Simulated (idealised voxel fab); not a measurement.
process module | voxel wiring stack
cross-section cut | 280 nm wide | cells 5 nm
A cross-section is a grid of square cells, given in bands from the top down. A band is one or more rows of cells.
Each band's line starts with the height of the band's top and of its bottom, in nm. Then come its materials from left to right, each with its width in nm. One material with "throughout" fills the band from edge to edge. "air" is empty space.
Height 0 is the level under which the wafer as received is all one material. The lowest band goes on downwards, as in "0 down".
A width such as "30 to 40" changes by the same amount from each row of cells to the next, from the band's top row to its bottom row.
"no change" after a step means that no cell of the cross-section changed.
closed voids: empty space of 8 cells or more with no open way to the top, each as width x height at its distance from the left edge, in nm
after a step's settings: what the simulator itself notes on the step
overlay nm, on a step with a mask: how far to the right of its planned place the mask lay; to the left if negative
Each pair below shows a cross-section before one step and the cross-section after it, down to the lowest band that changed. The line under each pair gives the step between them, with its settings. The pairs can come from different runs of this module on the same starting wafer, so a pair continues from the pair above only where its "before" says so.
before
  0 down: Si throughout
  closed voids: none
after
  10 to 0: SiO2 throughout
  below 0: unchanged
  closed voids: none
the step between: op CONFORMAL_DEP | material SiO2 | thk nm 10
before: the cross-section after the pair above
after
  15 to 10: TiN throughout
  below 10: unchanged
  closed voids: none
the step between: op DIRECTIONAL_DEP | material TiN | thk nm 5
before: the cross-section after the pair above
after
  30 to 15: W throughout
  below 15: unchanged
  closed voids: none
the step between: op DIRECTIONAL_DEP | material W | thk nm 15
before: the cross-section after the pair above
after
  30 to 15: air 105 | W 25 | air 15 | W 25 | air 110
  below 15: unchanged
  closed voids: none
the step between: op MASKED_ETCH | tone cover | mask id METAL_1 | width nm 25 | pitch nm 40 | etch materials W | depth nm 15 | overlay nm 0
before: the cross-section after the pair above
after
  30 to 15: air 105 | W 25 | air 15 | W 25 | air 110
  15 to 10: air 105 | TiN 25 | air 15 | TiN 25 | air 110
  below 10: unchanged
  closed voids: none
the step between: op MASKED_ETCH | tone cover | mask id METAL_1 | width nm 25 | pitch nm 40 | etch materials TiN | depth nm 5 | overlay nm 0
before: the cross-section after the pair above
after
  35 to 30: air 100 | SiCN 35 | air 5 | SiCN 35 | air 105
  30 to 15: air 100 | SiCN 5 | W 25 | SiCN 5 | air 5 | SiCN 5 | W 25 | SiCN 5 | air 105
  15 to 10: SiCN 105 | TiN 25 | SiCN 15 | TiN 25 | SiCN 110
  below 10: unchanged
  closed voids: none
the step between: op CONFORMAL_DEP | material SiCN | thk nm 5
before: the cross-section after the pair above
after
  40 to 35: SiO2 throughout
  35 to 30: SiO2 100 | SiCN 35 | SiO2 5 | SiCN 35 | SiO2 105
  30 to 15: SiO2 100 | SiCN 5 | W 25 | SiCN 5 | SiO2 5 | SiCN 5 | W 25 | SiCN 5 | SiO2 105
  below 15: unchanged
  closed voids: none
the step between: op FILL_DEP | material SiO2 | thk nm 5
before: the cross-section after the pair above
after
  30 to 15: SiO2 100 | SiCN 5 | W 25 | SiCN 5 | SiO2 5 | SiCN 5 | W 25 | SiCN 5 | SiO2 105
  below 15: unchanged
  closed voids: none
the step between: op CMP | height nm 30
before: the cross-section after the pair above
after
  35 to 30: SiCN throughout
  below 30: unchanged
  closed voids: none
the step between: op CONFORMAL_DEP | material SiCN | thk nm 5
before: the cross-section after the pair above
after
  55 to 35: SiO2 throughout
  below 35: unchanged
  closed voids: none
the step between: op DIRECTIONAL_DEP | material SiO2 | thk nm 20
before: the cross-section after the pair above
after
  70 to 55: aC throughout
  below 55: unchanged
  closed voids: none
the step between: op DIRECTIONAL_DEP | material aC | thk nm 15
before: the cross-section after the pair above
after
  105 to 70: resist 105 | air 15 | resist 25 | air 15 | resist 120
  below 70: unchanged
  closed voids: none
the step between: op PATTERN | tone open | mask id PLUG_1 | material resist | width nm 15 | pitch nm 40 | thk nm 35 | overlay nm 0
before: the cross-section after the pair above
after
  90 to 70: resist 105 | air 15 | resist 25 | air 15 | resist 120
  70 to 55: aC 105 | air 15 | aC 25 | air 15 | aC 120
  below 55: unchanged
  closed voids: none
the step between: op DIRECTIONAL_ETCH | etch materials aC | depth nm 15
before: the cross-section after the pair above
after
  70 to 55: aC 105 | air 15 | aC 25 | air 15 | aC 120
  below 55: unchanged
  closed voids: none
the step between: op STRIP | etch materials resist
before: the cross-section after the pair above
after
  70 to 55: aC 105 | air 15 | aC 25 | air 15 | aC 120
  55 to 35: SiO2 105 | air 15 | SiO2 25 | air 15 | SiO2 120
  below 35: unchanged
  closed voids: none
the step between: op DIRECTIONAL_ETCH | etch materials SiO2 | depth nm 20
before: the cross-section after the pair above
after
  70 to 55: aC 105 | air 15 | aC 25 | air 15 | aC 120
  55 to 35: SiO2 105 | air 15 | SiO2 25 | air 15 | SiO2 120
  35 to 30: SiCN 105 | air 15 | SiCN 25 | air 15 | SiCN 120
  below 30: unchanged
  closed voids: none
the step between: op DIRECTIONAL_ETCH | etch materials SiCN | depth nm 5
before: the cross-section after the pair above
after
  55 to 35: SiO2 105 | air 15 | SiO2 25 | air 15 | SiO2 120
  below 35: unchanged
  closed voids: none
the step between: op STRIP | etch materials aC
before: the cross-section after the pair above
after
  60 to 55: TiN 110 | air 5 | TiN 35 | air 5 | TiN 125
  55 to 35: SiO2 105 | TiN 5 | air 5 | TiN 5 | SiO2 25 | TiN 5 | air 5 | TiN 5 | SiO2 120
  35 to 30: SiCN 105 | TiN 15 | SiCN 25 | TiN 15 | SiCN 120
  below 30: unchanged
  closed voids: none
the step between: op CONFORMAL_DEP | material TiN | thk nm 5
before: the cross-section after the pair above
after
  65 to 60: Cu throughout
  60 to 55: TiN 110 | Cu 5 | TiN 35 | Cu 5 | TiN 125
  55 to 35: SiO2 105 | TiN 5 | Cu 5 | TiN 5 | SiO2 25 | TiN 5 | Cu 5 | TiN 5 | SiO2 120
  below 35: unchanged
  closed voids: none
the step between: op FILL_DEP | material Cu | thk nm 5
before: the cross-section after the pair above
after
  55 to 35: SiO2 105 | TiN 5 | Cu 5 | TiN 5 | SiO2 25 | TiN 5 | Cu 5 | TiN 5 | SiO2 120
  below 35: unchanged
  closed voids: none
the step between: op CMP | height nm 55
before: the cross-section after the pair above
after
  60 to 55: TiN throughout
  below 55: unchanged
  closed voids: none
the step between: op DIRECTIONAL_DEP | material TiN | thk nm 5
before: the cross-section after the pair above
after
  75 to 60: W throughout
  below 60: unchanged
  closed voids: none
the step between: op DIRECTIONAL_DEP | material W | thk nm 15
before: the cross-section after the pair above
after
  90 to 75: aC throughout
  below 75: unchanged
  closed voids: none
the step between: op DIRECTIONAL_DEP | material aC | thk nm 15
before: the cross-section after the pair above
after
  125 to 90: air 105 | resist 25 | air 15 | resist 25 | air 110
  below 90: unchanged
  closed voids: none
the step between: op PATTERN | tone cover | mask id METAL_2 | material resist | width nm 25 | pitch nm 40 | thk nm 35 | overlay nm 0
before: the cross-section after the pair above
after
  110 to 90: air 105 | resist 25 | air 15 | resist 25 | air 110
  90 to 75: air 105 | aC 25 | air 15 | aC 25 | air 110
  below 75: unchanged
  closed voids: none
the step between: op DIRECTIONAL_ETCH | etch materials aC | depth nm 15
before: the cross-section after the pair above
after
  90 to 75: air 105 | aC 25 | air 15 | aC 25 | air 110
  below 75: unchanged
  closed voids: none
the step between: op STRIP | etch materials resist
before: the cross-section after the pair above
after
  90 to 75: air 105 | aC 25 | air 15 | aC 25 | air 110
  75 to 60: air 105 | W 25 | air 15 | W 25 | air 110
  below 60: unchanged
  closed voids: none
the step between: op DIRECTIONAL_ETCH | etch materials W | depth nm 15
before: the cross-section after the pair above
after
  90 to 75: air 105 | aC 25 | air 15 | aC 25 | air 110
  75 to 60: air 105 | W 25 | air 15 | W 25 | air 110
  60 to 55: air 105 | TiN 25 | air 15 | TiN 25 | air 110
  below 55: unchanged
  closed voids: none
the step between: op DIRECTIONAL_ETCH | etch materials TiN | depth nm 5
before: the cross-section after the pair above
after
  75 to 60: air 105 | W 25 | air 15 | W 25 | air 110
  below 60: unchanged
  closed voids: none
the step between: op STRIP | etch materials aC
before: the cross-section after the pair above
after
  80 to 75: air 100 | SiN 35 | air 5 | SiN 35 | air 105
  75 to 60: air 100 | SiN 5 | W 25 | SiN 5 | air 5 | SiN 5 | W 25 | SiN 5 | air 105
  60 to 55: SiN 105 | TiN 25 | SiN 15 | TiN 25 | SiN 110
  below 55: unchanged
  closed voids: none
the step between: op CONFORMAL_DEP | material SiN | thk nm 5
before: the cross-section after the pair above
after
  85 to 80: SiO2 throughout
  80 to 75: SiO2 100 | SiN 35 | SiO2 5 | SiN 35 | SiO2 105
  75 to 60: SiO2 100 | SiN 5 | W 25 | SiN 5 | SiO2 5 | SiN 5 | W 25 | SiN 5 | SiO2 105
  below 60: unchanged
  closed voids: none
the step between: op FILL_DEP | material SiO2 | thk nm 5
before: the cross-section after the pair above
after
  75 to 60: SiO2 100 | SiN 5 | W 25 | SiN 5 | SiO2 5 | SiN 5 | W 25 | SiN 5 | SiO2 105
  below 60: unchanged
  closed voids: none
the step between: op CMP | height nm 75
before: the cross-section after the pair above
after
  80 to 75: SiCN throughout
  below 75: unchanged
  closed voids: none
the step between: op CONFORMAL_DEP | material SiCN | thk nm 5
before: the cross-section after the pair above
after
  110 to 80: lowk throughout
  below 80: unchanged
  closed voids: none
the step between: op DIRECTIONAL_DEP | material lowk | thk nm 30
before: the cross-section after the pair above
after
  110 to 90: lowk 105 | air 25 | lowk 15 | air 25 | lowk 110
  below 90: unchanged
  closed voids: none
the step between: op MASKED_ETCH | tone open | mask id METAL_3 | width nm 25 | pitch nm 40 | etch materials lowk | depth nm 20 | overlay nm 0
before: the cross-section after the pair above
after
  125 to 110: aC 105 | air 25 | aC 15 | air 25 | aC 110
  110 to 105: lowk 105 | air 25 | lowk 15 | air 25 | lowk 110
  105 to 90: lowk 105 | aC 25 | lowk 15 | aC 25 | lowk 110
  below 90: unchanged
  closed voids: none
the step between: op DIRECTIONAL_DEP | material aC | thk nm 15
before: the cross-section after the pair above
after
  160 to 125: resist 105 | air 15 | resist 25 | air 15 | resist 120
  125 to 110: aC 105 | air 15 | resist 10 | aC 15 | air 15 | resist 10 | aC 110
  110 to 105: lowk 105 | air 15 | resist 10 | lowk 15 | air 15 | resist 10 | lowk 110
  below 105: unchanged
  closed voids: none
the step between: op PATTERN | tone open | mask id METAL_3_HOLES | material resist | width nm 15 | pitch nm 40 | thk nm 35 | overlay nm 0
before: the cross-section after the pair above
after
  145 to 125: resist 105 | air 15 | resist 25 | air 15 | resist 120
  125 to 110: aC 105 | air 15 | resist 10 | aC 15 | air 15 | resist 10 | aC 110
  110 to 105: lowk 105 | air 15 | resist 10 | lowk 15 | air 15 | resist 10 | lowk 110
  105 to 90: lowk 105 | air 15 | aC 10 | lowk 15 | air 15 | aC 10 | lowk 110
  below 90: unchanged
  closed voids: none
the step between: op DIRECTIONAL_ETCH | etch materials aC | depth nm 15
before: the cross-section after the pair above
after
  125 to 110: aC 105 | air 25 | aC 15 | air 25 | aC 110
  110 to 105: lowk 105 | air 25 | lowk 15 | air 25 | lowk 110
  below 105: unchanged
  closed voids: none
the step between: op STRIP | etch materials resist
before: the cross-section after the pair above
after
  125 to 110: aC 105 | air 25 | aC 15 | air 25 | aC 110
  110 to 105: lowk 105 | air 25 | lowk 15 | air 25 | lowk 110
  105 to 90: lowk 105 | air 15 | aC 10 | lowk 15 | air 15 | aC 10 | lowk 110
  90 to 80: lowk 105 | air 15 | lowk 25 | air 15 | lowk 120
  below 80: unchanged
  closed voids: none
the step between: op DIRECTIONAL_ETCH | etch materials lowk | depth nm 10
before: the cross-section after the pair above
after
  125 to 110: aC 105 | air 25 | aC 15 | air 25 | aC 110
  110 to 105: lowk 105 | air 25 | lowk 15 | air 25 | lowk 110
  105 to 90: lowk 105 | air 15 | aC 10 | lowk 15 | air 15 | aC 10 | lowk 110
  90 to 80: lowk 105 | air 15 | lowk 25 | air 15 | lowk 120
  80 to 75: SiCN 105 | air 15 | SiCN 25 | air 15 | SiCN 120
  below 75: unchanged
  closed voids: none
the step between: op DIRECTIONAL_ETCH | etch materials SiCN | depth nm 5
before: the cross-section after the pair above
after
  110 to 90: lowk 105 | air 25 | lowk 15 | air 25 | lowk 110
  below 90: unchanged
  closed voids: none
the step between: op STRIP | etch materials aC
before: the cross-section after the pair above
after
  115 to 110: TiN 110 | air 15 | TiN 25 | air 15 | TiN 115
  110 to 95: lowk 105 | TiN 5 | air 15 | TiN 5 | lowk 15 | TiN 5 | air 15 | TiN 5 | lowk 110
  95 to 90: lowk 105 | TiN 5 | air 5 | TiN 15 | lowk 15 | TiN 5 | air 5 | TiN 15 | lowk 110
  90 to 80: lowk 105 | TiN 5 | air 5 | TiN 5 | lowk 25 | TiN 5 | air 5 | TiN 5 | lowk 120
  80 to 75: SiCN 105 | TiN 15 | SiCN 25 | TiN 15 | SiCN 120
  below 75: unchanged
  closed voids: none
the step between: op CONFORMAL_DEP | material TiN | thk nm 5
before: the cross-section after the pair above
after
  125 to 115: Cu throughout
  115 to 110: TiN 110 | Cu 15 | TiN 25 | Cu 15 | TiN 115
  110 to 95: lowk 105 | TiN 5 | Cu 15 | TiN 5 | lowk 15 | TiN 5 | Cu 15 | TiN 5 | lowk 110
  95 to 90: lowk 105 | TiN 5 | Cu 5 | TiN 15 | lowk 15 | TiN 5 | Cu 5 | TiN 15 | lowk 110
  90 to 80: lowk 105 | TiN 5 | Cu 5 | TiN 5 | lowk 25 | TiN 5 | Cu 5 | TiN 5 | lowk 120
  below 80: unchanged
  closed voids: none
the step between: op FILL_DEP | material Cu | thk nm 10
before: the cross-section after the pair above
after
  110 to 95: lowk 105 | TiN 5 | Cu 15 | TiN 5 | lowk 15 | TiN 5 | Cu 15 | TiN 5 | lowk 110
  below 95: unchanged
  closed voids: none
the step between: op CMP | height nm 110
before: the cross-section after the pair above
after
  115 to 110: SiCN throughout
  below 110: unchanged
  closed voids: none
the step between: op CONFORMAL_DEP | material SiCN | thk nm 5
before: the cross-section after the pair above
after
  130 to 115: SiO2 throughout
  below 115: unchanged
  closed voids: none
the step between: op DIRECTIONAL_DEP | material SiO2 | thk nm 15
before: the cross-section after the pair above
after
  145 to 130: aC throughout
  below 130: unchanged
  closed voids: none
the step between: op DIRECTIONAL_DEP | material aC | thk nm 15
before: the cross-section after the pair above
after
  175 to 145: resist 105 | air 15 | resist 160
  below 145: unchanged
  closed voids: none
the step between: op PATTERN | tone open | mask id PLUG_3 | material resist | width nm 15 | thk nm 30 | overlay nm 0
before: the cross-section after the pair above
after
  160 to 145: resist 105 | air 15 | resist 160
  145 to 130: aC 105 | air 15 | aC 160
  below 130: unchanged
  closed voids: none
the step between: op DIRECTIONAL_ETCH | etch materials aC | depth nm 15
before: the cross-section after the pair above
after
  145 to 130: aC 105 | air 15 | aC 160
  below 130: unchanged
  closed voids: none
the step between: op STRIP | etch materials resist
before: the cross-section after the pair above
after
  145 to 130: aC 105 | air 15 | aC 160
  130 to 115: SiO2 105 | air 15 | SiO2 160
  below 115: unchanged
  closed voids: none
the step between: op DIRECTIONAL_ETCH | etch materials SiO2 | depth nm 15
before: the cross-section after the pair above
after
  145 to 130: aC 105 | air 15 | aC 160
  130 to 115: SiO2 105 | air 15 | SiO2 160
  115 to 110: SiCN 105 | air 15 | SiCN 160
  below 110: unchanged
  closed voids: none
the step between: op DIRECTIONAL_ETCH | etch materials SiCN | depth nm 5
before: the cross-section after the pair above
after
  130 to 115: SiO2 105 | air 15 | SiO2 160
  below 115: unchanged
  closed voids: none
the step between: op STRIP | etch materials aC
before: the cross-section after the pair above
after
  135 to 130: TiN 110 | air 5 | TiN 165
  130 to 115: SiO2 105 | TiN 5 | air 5 | TiN 5 | SiO2 160
  115 to 110: SiCN 105 | TiN 15 | SiCN 160
  below 110: unchanged
  closed voids: none
the step between: op CONFORMAL_DEP | material TiN | thk nm 5
before: the cross-section after the pair above
after
  140 to 135: Ru throughout
  135 to 130: TiN 110 | Ru 5 | TiN 165
  130 to 115: SiO2 105 | TiN 5 | Ru 5 | TiN 5 | SiO2 160
  below 115: unchanged
  closed voids: none
the step between: op FILL_DEP | material Ru | thk nm 5
before: the cross-section after the pair above
after
  130 to 115: SiO2 105 | TiN 5 | Ru 5 | TiN 5 | SiO2 160
  below 115: unchanged
  closed voids: none
the step between: op CMP | height nm 130
before: the cross-section after the pair above
after
  135 to 130: TiN throughout
  below 130: unchanged
  closed voids: none
the step between: op DIRECTIONAL_DEP | material TiN | thk nm 5
before: the cross-section after the pair above
after
  160 to 135: Ru throughout
  below 135: unchanged
  closed voids: none
the step between: op DIRECTIONAL_DEP | material Ru | thk nm 25
before: the cross-section after the pair above
after
  170 to 160: aC throughout
  below 160: unchanged
  closed voids: none
the step between: op DIRECTIONAL_DEP | material aC | thk nm 10
before: the cross-section after the pair above
after
  195 to 170: air 105 | resist 25 | air 15 | resist 25 | air 110
  below 170: unchanged
  closed voids: none
the step between: op PATTERN | tone cover | mask id METAL_4 | material resist | width nm 25 | pitch nm 40 | thk nm 25 | overlay nm 0
before: the cross-section after the pair above
after
  185 to 170: air 105 | resist 25 | air 15 | resist 25 | air 110
  170 to 160: air 105 | aC 25 | air 15 | aC 25 | air 110
  below 160: unchanged
  closed voids: none
the step between: op DIRECTIONAL_ETCH | etch materials aC | depth nm 10
before: the cross-section after the pair above
after
  170 to 160: air 105 | aC 25 | air 15 | aC 25 | air 110
  below 160: unchanged
  closed voids: none
the step between: op STRIP | etch materials resist
before: the cross-section after the pair above
after
  170 to 160: air 105 | aC 25 | air 15 | aC 25 | air 110
  160 to 135: air 105 | Ru 25 | air 15 | Ru 25 | air 110
  below 135: unchanged
  closed voids: none
the step between: op DIRECTIONAL_ETCH | etch materials Ru | depth nm 25
before: the cross-section after the pair above
after
  170 to 160: air 105 | aC 25 | air 15 | aC 25 | air 110
  160 to 135: air 105 | Ru 25 | air 15 | Ru 25 | air 110
  135 to 130: air 105 | TiN 25 | air 15 | TiN 25 | air 110
  below 130: unchanged
  closed voids: none
the step between: op DIRECTIONAL_ETCH | etch materials TiN | depth nm 5
before: the cross-section after the pair above
after
  160 to 135: air 105 | Ru 25 | air 15 | Ru 25 | air 110
  below 135: unchanged
  closed voids: none
the step between: op STRIP | etch materials aC
before: the cross-section after the pair above
after
  165 to 160: air 100 | SiN 35 | air 5 | SiN 35 | air 105
  160 to 135: air 100 | SiN 5 | Ru 25 | SiN 5 | air 5 | SiN 5 | Ru 25 | SiN 5 | air 105
  135 to 130: SiN 105 | TiN 25 | SiN 15 | TiN 25 | SiN 110
  below 130: unchanged
  closed voids: none
the step between: op CONFORMAL_DEP | material SiN | thk nm 5
before: the cross-section after the pair above
after
  175 to 165: lowk throughout
  165 to 160: lowk 100 | SiN 35 | lowk 5 | SiN 35 | lowk 105
  160 to 135: lowk 100 | SiN 5 | Ru 25 | SiN 5 | lowk 5 | SiN 5 | Ru 25 | SiN 5 | lowk 105
  below 135: unchanged
  closed voids: none
the step between: op FILL_DEP | material lowk | thk nm 10
before: the cross-section after the pair above
after
  160 to 135: lowk 100 | SiN 5 | Ru 25 | SiN 5 | lowk 5 | SiN 5 | Ru 25 | SiN 5 | lowk 105
  below 135: unchanged
  closed voids: none
the step between: op CMP | height nm 160
before: the cross-section after the pair above
after
  165 to 160: SiCN throughout
  below 160: unchanged
  closed voids: none
the step between: op CONFORMAL_DEP | material SiCN | thk nm 5
before
  125 to 115: Cu throughout
  115 to 110: TiN 110 | Cu 15 | TiN 25 | Cu 15 | TiN 115
  110 to 95: lowk 105 | TiN 5 | Cu 15 | TiN 5 | lowk 15 | TiN 5 | Cu 15 | TiN 5 | lowk 110
  95 to 90: lowk 105 | TiN 5 | Cu 5 | TiN 15 | lowk 15 | TiN 5 | Cu 5 | TiN 15 | lowk 110
  90 to 80: lowk 105 | TiN 5 | Cu 5 | TiN 5 | lowk 25 | TiN 5 | Cu 5 | TiN 5 | lowk 120
  80 to 75: SiCN 105 | TiN 15 | SiCN 25 | TiN 15 | SiCN 120
  75 to 60: SiO2 100 | SiN 5 | W 25 | SiN 5 | SiO2 5 | SiN 5 | W 25 | SiN 5 | SiO2 105
  60 to 55: SiN 105 | TiN 25 | SiN 15 | TiN 25 | SiN 110
  55 to 35: SiO2 105 | TiN 5 | Cu 5 | TiN 5 | SiO2 25 | TiN 5 | Cu 5 | TiN 5 | SiO2 120
  35 to 30: SiCN 105 | TiN 15 | SiCN 25 | TiN 15 | SiCN 120
  30 to 15: SiO2 100 | SiCN 5 | W 25 | SiCN 5 | SiO2 5 | SiCN 5 | W 25 | SiCN 5 | SiO2 105
  15 to 10: SiCN 105 | TiN 25 | SiCN 15 | TiN 25 | SiCN 110
  10 to 0: SiO2 throughout
  0 down: Si throughout
  closed voids: none
after
  130 to 125: SiCN throughout
  below 125: unchanged
  closed voids: none
the step between: op CONFORMAL_DEP | material SiCN | thk nm 5
before: the cross-section after the pair above
after
  145 to 130: SiO2 throughout
  below 130: unchanged
  closed voids: none
the step between: op DIRECTIONAL_DEP | material SiO2 | thk nm 15
before: the cross-section after the pair above
after
  160 to 145: aC throughout
  below 145: unchanged
  closed voids: none
the step between: op DIRECTIONAL_DEP | material aC | thk nm 15
before: the cross-section after the pair above
after
  190 to 160: resist 105 | air 15 | resist 160
  below 160: unchanged
  closed voids: none
the step between: op PATTERN | tone open | mask id PLUG_3 | material resist | width nm 15 | thk nm 30 | overlay nm 0
before: the cross-section after the pair above
after
  175 to 160: resist 105 | air 15 | resist 160
  160 to 145: aC 105 | air 15 | aC 160
  below 145: unchanged
  closed voids: none
the step between: op DIRECTIONAL_ETCH | etch materials aC | depth nm 15
before: the cross-section after the pair above
after
  160 to 145: aC 105 | air 15 | aC 160
  below 145: unchanged
  closed voids: none
the step between: op STRIP | etch materials resist
before: the cross-section after the pair above
after
  160 to 145: aC 105 | air 15 | aC 160
  145 to 130: SiO2 105 | air 15 | SiO2 160
  below 130: unchanged
  closed voids: none
the step between: op DIRECTIONAL_ETCH | etch materials SiO2 | depth nm 15
before: the cross-section after the pair above
after
  160 to 145: aC 105 | air 15 | aC 160
  145 to 130: SiO2 105 | air 15 | SiO2 160
  130 to 125: SiCN 105 | air 15 | SiCN 160
  below 125: unchanged
  closed voids: none
the step between: op DIRECTIONAL_ETCH | etch materials SiCN | depth nm 5
before: the cross-section after the pair above
after
  145 to 130: SiO2 105 | air 15 | SiO2 160
  below 130: unchanged
  closed voids: none
the step between: op STRIP | etch materials aC
before: the cross-section after the pair above
after
  150 to 145: TiN 110 | air 5 | TiN 165
  145 to 130: SiO2 105 | TiN 5 | air 5 | TiN 5 | SiO2 160
  130 to 125: SiCN 105 | TiN 15 | SiCN 160
  below 125: unchanged
  closed voids: none
the step between: op CONFORMAL_DEP | material TiN | thk nm 5
before: the cross-section after the pair above
after
  155 to 150: Ru throughout
  150 to 145: TiN 110 | Ru 5 | TiN 165
  145 to 130: SiO2 105 | TiN 5 | Ru 5 | TiN 5 | SiO2 160
  below 130: unchanged
  closed voids: none
the step between: op FILL_DEP | material Ru | thk nm 5
before: the cross-section after the pair above
after
  130 to 125: SiCN 105 | TiN 15 | SiCN 160
  below 125: unchanged
  closed voids: none
the step between: op CMP | height nm 130
before: the cross-section after the pair above
after
  135 to 130: TiN throughout
  below 130: unchanged
  closed voids: none
the step between: op DIRECTIONAL_DEP | material TiN | thk nm 5
before: the cross-section after the pair above
after
  160 to 135: Ru throughout
  below 135: unchanged
  closed voids: none
the step between: op DIRECTIONAL_DEP | material Ru | thk nm 25
before: the cross-section after the pair above
after
  170 to 160: aC throughout
  below 160: unchanged
  closed voids: none
the step between: op DIRECTIONAL_DEP | material aC | thk nm 10
before: the cross-section after the pair above
after
  195 to 170: air 105 | resist 25 | air 15 | resist 25 | air 110
  below 170: unchanged
  closed voids: none
the step between: op PATTERN | tone cover | mask id METAL_4 | material resist | width nm 25 | pitch nm 40 | thk nm 25 | overlay nm 0
before: the cross-section after the pair above
after
  185 to 170: air 105 | resist 25 | air 15 | resist 25 | air 110
  170 to 160: air 105 | aC 25 | air 15 | aC 25 | air 110
  below 160: unchanged
  closed voids: none
the step between: op DIRECTIONAL_ETCH | etch materials aC | depth nm 10
before: the cross-section after the pair above
after
  170 to 160: air 105 | aC 25 | air 15 | aC 25 | air 110
  below 160: unchanged
  closed voids: none
the step between: op STRIP | etch materials resist
before: the cross-section after the pair above
after
  170 to 160: air 105 | aC 25 | air 15 | aC 25 | air 110
  160 to 135: air 105 | Ru 25 | air 15 | Ru 25 | air 110
  below 135: unchanged
  closed voids: none
the step between: op DIRECTIONAL_ETCH | etch materials Ru | depth nm 25
before: the cross-section after the pair above
after
  170 to 160: air 105 | aC 25 | air 15 | aC 25 | air 110
  160 to 135: air 105 | Ru 25 | air 15 | Ru 25 | air 110
  135 to 130: air 105 | TiN 25 | air 15 | TiN 25 | air 110
  below 130: unchanged
  closed voids: none
the step between: op DIRECTIONAL_ETCH | etch materials TiN | depth nm 5
before: the cross-section after the pair above
after
  160 to 135: air 105 | Ru 25 | air 15 | Ru 25 | air 110
  below 135: unchanged
  closed voids: none
the step between: op STRIP | etch materials aC
before: the cross-section after the pair above
after
  165 to 160: air 100 | SiN 35 | air 5 | SiN 35 | air 105
  160 to 135: air 100 | SiN 5 | Ru 25 | SiN 5 | air 5 | SiN 5 | Ru 25 | SiN 5 | air 105
  135 to 130: SiN 105 | TiN 25 | SiN 15 | TiN 25 | SiN 110
  below 130: unchanged
  closed voids: none
the step between: op CONFORMAL_DEP | material SiN | thk nm 5
before: the cross-section after the pair above
after
  175 to 165: lowk throughout
  165 to 160: lowk 100 | SiN 35 | lowk 5 | SiN 35 | lowk 105
  160 to 135: lowk 100 | SiN 5 | Ru 25 | SiN 5 | lowk 5 | SiN 5 | Ru 25 | SiN 5 | lowk 105
  below 135: unchanged
  closed voids: none
the step between: op FILL_DEP | material lowk | thk nm 10
before: the cross-section after the pair above
after
  160 to 135: lowk 100 | SiN 5 | Ru 25 | SiN 5 | lowk 5 | SiN 5 | Ru 25 | SiN 5 | lowk 105
  below 135: unchanged
  closed voids: none
the step between: op CMP | height nm 160
before: the cross-section after the pair above
after
  165 to 160: SiCN throughout
  below 160: unchanged
  closed voids: none
the step between: op CONFORMAL_DEP | material SiCN | thk nm 5
before
  110 to 80: lowk throughout
  80 to 75: SiCN throughout
  75 to 60: SiO2 100 | SiN 5 | W 25 | SiN 5 | SiO2 5 | SiN 5 | W 25 | SiN 5 | SiO2 105
  60 to 55: SiN 105 | TiN 25 | SiN 15 | TiN 25 | SiN 110
  55 to 35: SiO2 105 | TiN 5 | Cu 5 | TiN 5 | SiO2 25 | TiN 5 | Cu 5 | TiN 5 | SiO2 120
  35 to 30: SiCN 105 | TiN 15 | SiCN 25 | TiN 15 | SiCN 120
  30 to 15: SiO2 100 | SiCN 5 | W 25 | SiCN 5 | SiO2 5 | SiCN 5 | W 25 | SiCN 5 | SiO2 105
  15 to 10: SiCN 105 | TiN 25 | SiCN 15 | TiN 25 | SiCN 110
  10 to 0: SiO2 throughout
  0 down: Si throughout
  closed voids: none
after
  140 to 80: lowk throughout
  below 80: unchanged
  closed voids: none
the step between: op DIRECTIONAL_DEP | material lowk | thk nm 30
before: the cross-section after the pair above
after
  140 to 120: lowk 105 | air 25 | lowk 15 | air 25 | lowk 110
  below 120: unchanged
  closed voids: none
the step between: op MASKED_ETCH | tone open | mask id METAL_3 | width nm 25 | pitch nm 40 | etch materials lowk | depth nm 20 | overlay nm 0
before: the cross-section after the pair above
after
  155 to 140: aC 105 | air 25 | aC 15 | air 25 | aC 110
  140 to 135: lowk 105 | air 25 | lowk 15 | air 25 | lowk 110
  135 to 120: lowk 105 | aC 25 | lowk 15 | aC 25 | lowk 110
  below 120: unchanged
  closed voids: none
the step between: op DIRECTIONAL_DEP | material aC | thk nm 15
before: the cross-section after the pair above
after
  190 to 155: resist 105 | air 15 | resist 25 | air 15 | resist 120
  155 to 140: aC 105 | air 15 | resist 10 | aC 15 | air 15 | resist 10 | aC 110
  140 to 135: lowk 105 | air 15 | resist 10 | lowk 15 | air 15 | resist 10 | lowk 110
  below 135: unchanged
  closed voids: none
the step between: op PATTERN | tone open | mask id METAL_3_HOLES | material resist | width nm 15 | pitch nm 40 | thk nm 35 | overlay nm 0
before: the cross-section after the pair above
after
  175 to 155: resist 105 | air 15 | resist 25 | air 15 | resist 120
  155 to 140: aC 105 | air 15 | resist 10 | aC 15 | air 15 | resist 10 | aC 110
  140 to 135: lowk 105 | air 15 | resist 10 | lowk 15 | air 15 | resist 10 | lowk 110
  135 to 120: lowk 105 | air 15 | aC 10 | lowk 15 | air 15 | aC 10 | lowk 110
  below 120: unchanged
  closed voids: none
the step between: op DIRECTIONAL_ETCH | etch materials aC | depth nm 15
before: the cross-section after the pair above
after
  155 to 140: aC 105 | air 25 | aC 15 | air 25 | aC 110
  140 to 135: lowk 105 | air 25 | lowk 15 | air 25 | lowk 110
  below 135: unchanged
  closed voids: none
the step between: op STRIP | etch materials resist
before: the cross-section after the pair above
after
  155 to 140: aC 105 | air 25 | aC 15 | air 25 | aC 110
  140 to 135: lowk 105 | air 25 | lowk 15 | air 25 | lowk 110
  135 to 120: lowk 105 | air 15 | aC 10 | lowk 15 | air 15 | aC 10 | lowk 110
  120 to 110: lowk 105 | air 15 | lowk 25 | air 15 | lowk 120
  below 110: unchanged
  closed voids: none
the step between: op DIRECTIONAL_ETCH | etch materials lowk | depth nm 10
before: the cross-section after the pair above
after
  140 to 120: lowk 105 | air 25 | lowk 15 | air 25 | lowk 110
  below 120: unchanged
  closed voids: none
the step between: op STRIP | etch materials aC
before: the cross-section after the pair above
after
  145 to 140: TiN 110 | air 15 | TiN 25 | air 15 | TiN 115
  140 to 125: lowk 105 | TiN 5 | air 15 | TiN 5 | lowk 15 | TiN 5 | air 15 | TiN 5 | lowk 110
  125 to 115: lowk 105 | TiN 5 | air 5 | TiN 15 to 5 | lowk 15 to 25 | TiN 5 | air 5 | TiN 15 to 5 | lowk 110 to 120
  115 to 110: lowk 105 | TiN 15 | lowk 25 | TiN 15 | lowk 120
  below 110: unchanged
  closed voids: none
the step between: op CONFORMAL_DEP | material TiN | thk nm 5
